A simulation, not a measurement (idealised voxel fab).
Process module in this document: voxel released beams
Section cut is 250 nm wide and gridded with 5 nm square cells.
Bands, listed from the top down, are how a cross-section gets written in this document; the cross-section itself is a grid of square cells, and a band is one or more rows of them. Quick guide to a band line: top height, bottom height (nm) up front; then every material left to right with its width in nm. Only one material and it's marked "all across"? Then it fills the band edge to edge. And "blank" just means empty space. Zero point of the height axis is 0; under it, received wafer = one material. Lowest band: continues down indefinitely, "z 0 and below". Note: "30->40" means the width goes from the first number (top row of the band) to the second number (bottom row) in equal steps per row of cells. No cell of the cross-section changed in a step that is given as "no alteration". Listed in "Non-vented voids": every empty space of 8 or more cells without an open way to the top. Form: width x height at distance, the distance being from the left edge, all in nm. Where a step's line continues beyond its settings, the continuation is a remark by the simulator itself on that step. overlay nm: where the mask lay relative to plan, measured to the right, on steps with a mask; negatives go left.

List of planned process steps
1 RECEIVE, material Si
2 CONFORMAL_DEP, material Al2O3, thk nm 10
3 DIRECTIONAL_DEP, material SiO2, thk nm 15
4 MASKED_ETCH, tone open, mask id ANCHOR, width nm 25, etch materials SiO2, depth nm 15, overlay nm 0
5 CONFORMAL_DEP, material W, thk nm 10
6 DIRECTIONAL_DEP, material aC, thk nm 15
7 PATTERN, tone cover, mask id BEAM, material resist, width nm 110, thk nm 30, overlay nm 0
8 DIRECTIONAL_ETCH, etch materials aC, depth nm 15
9 STRIP, etch materials resist
10 DIRECTIONAL_ETCH, etch materials W, depth nm 10
11 STRIP, etch materials aC
12 STRIP, etch materials SiO2

First of two wafers, with the run carried out as planned

Here's what the wafer looked like in cross-section when it arrived - that's after step 1
  z 0 and below  Si all across
  Non-vented voids: none

Cross-section: wafer state after step 2
  z 10 to 0  Al2O3 all across
  Everything below 0 is unchanged.

Cross-section: wafer state after step 3
  z 25 to 10  SiO2 all across
  Everything below 10 is unchanged.

Cross-section: wafer state after step 4
  z 25 to 10  SiO2 (70) | blank (25) | SiO2 (155)
  Everything below 10 is unchanged.

Cross-section: wafer state after step 5
  z 35 to 25  W (80) | blank (5) | W (165)
  z 25 to 20  SiO2 (70) | W (10) | blank (5) | W (10) | SiO2 (155)
  z 20 to 10  SiO2 (70) | W (25) | SiO2 (155)
  Everything below 10 is unchanged.

Cross-section: wafer state after step 6
  z 50 to 35  aC (80) | blank (5) | aC (165)
  z 35 to 25  W (80) | aC (5) | W (165)
  z 25 to 20  SiO2 (70) | W (10) | aC (5) | W (10) | SiO2 (155)
  Everything below 20 is unchanged.

Cross-section: wafer state after step 7
  z 80 to 50  blank (65) | resist (110) | blank (75)
  z 50 to 35  aC (80) | resist (5) | aC (165)
  Everything below 35 is unchanged.

Cross-section: wafer state after step 8
  z 65 to 50  blank (65) | resist (110) | blank (75)
  z 50 to 35  blank (65) | aC (15) | resist (5) | aC (90) | blank (75)
  Everything below 35 is unchanged.

Cross-section: wafer state after step 9
  z 50 to 35  blank (65) | aC (15) | blank (5) | aC (90) | blank (75)
  Everything below 35 is unchanged.

Cross-section: wafer state after step 10
  z 50 to 35  blank (65) | aC (15) | blank (5) | aC (90) | blank (75)
  z 35 to 25  blank (65) | W (15) | aC (5) | W (90) | blank (75)
  Everything below 25 is unchanged.

Cross-section: wafer state after step 11
  z 35 to 25  blank (65) | W (15) | blank (5) | W (90) | blank (75)
  z 25 to 20  SiO2 (70) | W (10) | blank (5) | W (10) | SiO2 (155)
  Everything below 20 is unchanged.

Cross-section: wafer state after step 12
  z 35 to 25  blank (65) | W (15) | blank (5) | W (90) | blank (75)
  z 25 to 20  blank (70) | W (10) | blank (5) | W (10) | blank (155)
  z 20 to 10  blank (70) | W (25) | blank (155)
  Everything below 10 is unchanged.

Wafer two. Same start, same plan, one slip in execution. Same as wafer one through step 1, inclusive

The second wafer in cross-section, at the planned close of step 2
  z 10 to 0  SiO2 all across
  Everything below 0 is unchanged.

The second wafer in cross-section, at the planned close of step 3
  z 25 to 0  SiO2 all across
  Everything below 0 is unchanged.

The second wafer in cross-section, at the planned close of step 4
  z 25 to 10  SiO2 (70) | blank (25) | SiO2 (155)
  Everything below 10 is unchanged.

The second wafer in cross-section, at the planned close of step 5
  z 35 to 25  W (80) | blank (5) | W (165)
  z 25 to 20  SiO2 (70) | W (10) | blank (5) | W (10) | SiO2 (155)
  z 20 to 10  SiO2 (70) | W (25) | SiO2 (155)
  Everything below 10 is unchanged.

The second wafer in cross-section, at the planned close of step 6
  z 50 to 35  aC (80) | blank (5) | aC (165)
  z 35 to 25  W (80) | aC (5) | W (165)
  z 25 to 20  SiO2 (70) | W (10) | aC (5) | W (10) | SiO2 (155)
  Everything below 20 is unchanged.

The second wafer in cross-section, at the planned close of step 7
  z 80 to 50  blank (65) | resist (110) | blank (75)
  z 50 to 35  aC (80) | resist (5) | aC (165)
  Everything below 35 is unchanged.

The second wafer in cross-section, at the planned close of step 8
  z 65 to 50  blank (65) | resist (110) | blank (75)
  z 50 to 35  blank (65) | aC (15) | resist (5) | aC (90) | blank (75)
  Everything below 35 is unchanged.

The second wafer in cross-section, at the planned close of step 9
  z 50 to 35  blank (65) | aC (15) | blank (5) | aC (90) | blank (75)
  Everything below 35 is unchanged.

The second wafer in cross-section, at the planned close of step 10
  z 50 to 35  blank (65) | aC (15) | blank (5) | aC (90) | blank (75)
  z 35 to 25  blank (65) | W (15) | aC (5) | W (90) | blank (75)
  Everything below 25 is unchanged.

The second wafer in cross-section, at the planned close of step 11
  z 35 to 25  blank (65) | W (15) | blank (5) | W (90) | blank (75)
  z 25 to 20  SiO2 (70) | W (10) | blank (5) | W (10) | SiO2 (155)
  Everything below 20 is unchanged.

The second wafer in cross-section, at the planned close of step 12
  z 0 and below  Si all across
Heads up, the wafer didn't run the way we planned it: step 2 ran differently from the plan; actual operation with settings: CONFORMAL_DEP, material SiO2, thk nm 10
Final comparison by cell count, materials where the second wafer has more or fewer than the first: Al2O3 -100 | W -56
